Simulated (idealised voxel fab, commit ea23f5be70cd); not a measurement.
Title: Process Module voxel tone inversion
Square cells of 5 nm make up the cross-section cut, whose width is 265 nm.
This document writes a cross-section as a grid whose cells are square, and gives it as bands, listed from the top down; one or more rows of cells form a band. Per band: top height and bottom height in nm, followed by the left-to-right materials and their widths in nm; "edge to edge" marks a single material spanning edge to edge, "air" marks empty space. Where do heights start? At 0: under that level the wafer as delivered is made of one material only. And the lowest band has no floor; it just carries on downward, as in "0 and below". Think of "30 to 40" as a width that walks from the first number to the second as you go down the band, top row to bottom row, taking equal-sized steps from row to row. Step note "no modification" = no cross-section cell changed. The entry titled "Closed voids list" provides the empty spaces that have no open way to the top, restricted to those of 8 cells or more. Each is presented as width x height at distance, the distance being measured from the left edge, with all three in nm. Anything after a step's settings on that line? It's the simulator's own note about the step. overlay nm: step with mask; distance mask lay right of planned place; negative value = left of planned place.

# The steps planned for the process are as follows
1,RECEIVE [material Si]
2,CONFORMAL_DEP [material SiN] [thk nm 10]
3,DIRECTIONAL_DEP [material polySi] [thk nm 20]
4,PATTERN [tone cover] [mask id POSTS] [material resist] [width nm 15] [pitch nm 40] [thk nm 30] [overlay nm -15]
5,DIRECTIONAL_ETCH [etch materials polySi] [depth nm 20]
6,STRIP [etch materials resist]
7,FILL_DEP [material lowk] [thk nm 10]
8,CMP [height nm 30]
9,STRIP [etch materials polySi]
All wafers enter the flow in the same state. The overlay nm at step 4 differs from wafer to wafer, and the plan gives the value for the first wafer.

# As-received state after step 1, first of several wafers, cross-section
> 0 and below  Si edge to edge
> Closed voids list: none

# The figure below presents a cross-section of the first of several wafers at the conclusion of the module, following its last step, step 9
> 30 down to 10  50 of lowk / 15 of air / 25 of lowk / 15 of air / 25 of lowk / 15 of air / 25 of lowk / 15 of air / 80 of lowk
> 10 down to 0  SiN edge to edge
> 0 and below  Si edge to edge
> Closed voids list: none

# At the end of the module, the last of several wafers in cross-section
> 30 down to 10  80 of lowk / 15 of air / 25 of lowk / 15 of air / 25 of lowk / 15 of air / 25 of lowk / 15 of air / 50 of lowk
> 10 down to 0  SiN edge to edge
> 0 and below  Si edge to edge
> Closed voids list: none

# Take any row and you have a wafer at the end of the module: how many cells of each material it has gained (+) or lost (-) since it was received, and then its closed voids
overlay nm -15 | +106 SiN | +164 lowk | Closed voids list: none
overlay nm -10 | +106 SiN | +164 lowk | Closed voids list: none
overlay nm -5 | +106 SiN | +164 lowk | Closed voids list: none
overlay nm 0 | +106 SiN | +164 lowk | Closed voids list: none
overlay nm 5 | +106 SiN | +164 lowk | Closed voids list: none
overlay nm 10 | +106 SiN | +164 lowk | Closed voids list: none
overlay nm 15 | +106 SiN | +164 lowk | Closed voids list: none
